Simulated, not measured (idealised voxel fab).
This section sets out a process module, namely voxel transistor to metal.
210 nm wide, 5 nm square cells: that's cross-section cut.
Think of the cross-section as a grid of square cells. We describe it in bands, top to bottom, and each band covers one or more rows of those cells. The entry gives the band's vertical extent as a top height and a bottom height in nm, then its horizontal make-up as materials from left to right, each with a width in nm. "empty" stands for empty space; a single material marked "throughout" fills the band edge to edge. Counting heights begins at 0, where everything beneath is, in the wafer as received, one material. The lowest band has no bottom; it goes on downwards, as "0 and below" shows. It should be noted that a width expressed as "30..40" varies in equal increments from row to row of cells within the band, taking the value of the first number at the top row and that of the second number at the bottom row. Where the words "no alteration" appear for a step, the cross-section shows no cell changed by that step; every cell remained as before. Look at "Catalogued sealed voids" for the closed voids: empty spaces with no open path to the top, sized 8 cells or up. Each is width x height at distance, distance from the left edge, all nm. If you see something after the settings on a step's line, that's the simulator's own remark about that step. When a step includes a mask, the "overlay nm" setting on its line states how far to the right of its planned place that mask lay, and negative values state how far to the left.
The planned process steps are enumerated hereunder
1: RECEIVE with material Si
2: CONFORMAL_DEP with material SiO2, thk nm 5
3: CONFORMAL_DEP with material SiN, thk nm 10
4: MASKED_ETCH with tone cover, mask id ACTIVE, width nm 115, etch materials SiN, depth nm 10, overlay nm 0
5: MASKED_ETCH with tone cover, mask id ACTIVE, width nm 115, etch materials SiO2, depth nm 5, overlay nm 0
6: MASKED_ETCH with tone cover, mask id ACTIVE, width nm 115, etch materials Si, depth nm 35, overlay nm 0
7: OXIDIZE with depth nm 5
8: FILL_DEP with material SiO2, thk nm 15
9: CMP with height nm 15
10: SELECTIVE_ETCH with etch materials SiO2, depth nm 5
11: STRIP with etch materials SiN
12: SELECTIVE_ETCH with etch materials SiO2, depth nm 5
13: OXIDIZE with depth nm 5
14: DIRECTIONAL_DEP with material polySi, thk nm 30
15: DIRECTIONAL_DEP with material SiCN, thk nm 10
16: PATTERN with tone cover, mask id GATE, material resist, width nm 25, thk nm 15, overlay nm 0
17: DIRECTIONAL_ETCH with etch materials SiCN, depth nm 20
18: DIRECTIONAL_ETCH with etch materials polySi, depth nm 40
19: STRIP with etch materials resist
20: CONFORMAL_DEP with material SiN, thk nm 10
21: DIRECTIONAL_ETCH with etch materials SiN, depth nm 10
22: DIRECTIONAL_ETCH with etch materials SiO2, depth nm 5
23: EPI with material nSi, thk nm 5
24: FILL_DEP with material SiO2, thk nm 5
25: CMP with height nm 40
26: DIRECTIONAL_DEP with material SiO2, thk nm 10
27: DIRECTIONAL_DEP with material aC, thk nm 10
28: PATTERN with tone open, mask id CONTACT, material resist, width nm 20, pitch nm 75, thk nm 30, overlay nm 0
29: DIRECTIONAL_ETCH with etch materials aC, depth nm 10
30: STRIP with etch materials resist
31: DIRECTIONAL_ETCH with etch materials SiO2, depth nm 50
32: STRIP with etch materials aC
33: CONFORMAL_DEP with material TiN, thk nm 5
34: FILL_DEP with material Ru, thk nm 5
35: CMP with height nm 50
36: CONFORMAL_DEP with material SiCN, thk nm 5
37: DIRECTIONAL_DEP with material lowk, thk nm 15
38: PATTERN with tone open, mask id METAL_1, material resist, width nm 20, pitch nm 75, thk nm 20, overlay nm 0
39: DIRECTIONAL_ETCH with etch materials lowk, depth nm 15
40: DIRECTIONAL_ETCH with etch materials SiCN, depth nm 5
41: STRIP with etch materials resist
42: CONFORMAL_DEP with material TiN, thk nm 5
43: FILL_DEP with material W, thk nm 5
44: CMP with height nm 70
45: CONFORMAL_DEP with material SiN, thk nm 5
Cross-section, incoming material, after step 1
> 0 and below  Si throughout
> Catalogued sealed voids: none
first wafer at the end, as planned
> 75 down to 70  SiN throughout
> 70 down to 55  lowk 55 nm / TiN 5 nm / W 10 nm / TiN 5 nm / lowk 55 nm / TiN 5 nm / W 10 nm / TiN 5 nm / lowk 60 nm
> 55 down to 50  SiCN 55 nm / TiN 20 nm / SiCN 55 nm / TiN 20 nm / SiCN 60 nm
> 50 down to 40  SiO2 55 nm / TiN 5 nm / Ru 10 nm / TiN 5 nm / SiO2 55 nm / TiN 5 nm / Ru 10 nm / TiN 5 nm / SiO2 60 nm
> 40 down to 30  SiO2 55 nm / TiN 5 nm / Ru 10 nm / TiN 5 nm / SiO2 5 nm / SiN 10 nm / SiCN 25 nm / SiN 10 nm / SiO2 5 nm / TiN 5 nm / Ru 10 nm / TiN 5 nm / SiO2 60 nm
> 30 down to 5  SiO2 55 nm / TiN 5 nm / Ru 10 nm / TiN 5 nm / SiO2 5 nm / SiN 10 nm / polySi 25 nm / SiN 10 nm / SiO2 5 nm / TiN 5 nm / Ru 10 nm / TiN 5 nm / SiO2 60 nm
> 5 down to 0  SiO2 40 nm / SiN 10 nm / SiO2 5 nm / TiN 20 nm / SiO2 5 nm / SiN 10 nm / polySi 25 nm / SiN 10 nm / SiO2 5 nm / TiN 20 nm / SiO2 5 nm / SiN 10 nm / SiO2 45 nm
> 0 down to -5  SiO2 50 nm / nSi 30 nm / SiO2 45 nm / nSi 30 nm / SiO2 55 nm
> -5 down to -40  SiO2 50 nm / Si 105 nm / SiO2 55 nm
> -40 and below  Si throughout
> Catalogued sealed voids: none
The second wafer, shown in cross-section after the module: started the same way as the first and given the same plan, yet one mistake crept into how it was run
> 85 down to 70  SiN throughout
> 70 down to 55  lowk 55 nm / TiN 5 nm / W 10 nm / TiN 5 nm / lowk 55 nm / TiN 5 nm / W 10 nm / TiN 5 nm / lowk 60 nm
> 55 down to 50  SiCN 55 nm / TiN 20 nm / SiCN 55 nm / TiN 20 nm / SiCN 60 nm
> 50 down to 40  SiO2 55 nm / TiN 5 nm / Ru 10 nm / TiN 5 nm / SiO2 55 nm / TiN 5 nm / Ru 10 nm / TiN 5 nm / SiO2 60 nm
> 40 down to 30  SiO2 55 nm / TiN 5 nm / Ru 10 nm / TiN 5 nm / SiO2 5 nm / SiN 10 nm / SiCN 25 nm / SiN 10 nm / SiO2 5 nm / TiN 5 nm / Ru 10 nm / TiN 5 nm / SiO2 60 nm
> 30 down to 5  SiO2 55 nm / TiN 5 nm / Ru 10 nm / TiN 5 nm / SiO2 5 nm / SiN 10 nm / polySi 25 nm / SiN 10 nm / SiO2 5 nm / TiN 5 nm / Ru 10 nm / TiN 5 nm / SiO2 60 nm
> 5 down to 0  SiO2 40 nm / SiN 10 nm / SiO2 5 nm / TiN 20 nm / SiO2 5 nm / SiN 10 nm / polySi 25 nm / SiN 10 nm / SiO2 5 nm / TiN 20 nm / SiO2 5 nm / SiN 10 nm / SiO2 45 nm
> 0 down to -5  SiO2 50 nm / nSi 30 nm / SiO2 45 nm / nSi 30 nm / SiO2 55 nm
> -5 down to -40  SiO2 50 nm / Si 105 nm / SiO2 55 nm
> -40 and below  Si throughout
> Catalogued sealed voids: none
What was done differently from what was planned? step 45 was run on a setting that differed from the plan, and what really ran there is CONFORMAL_DEP with material SiN, thk nm 15
at the end the second wafer has, in cells: 84 more of SiN
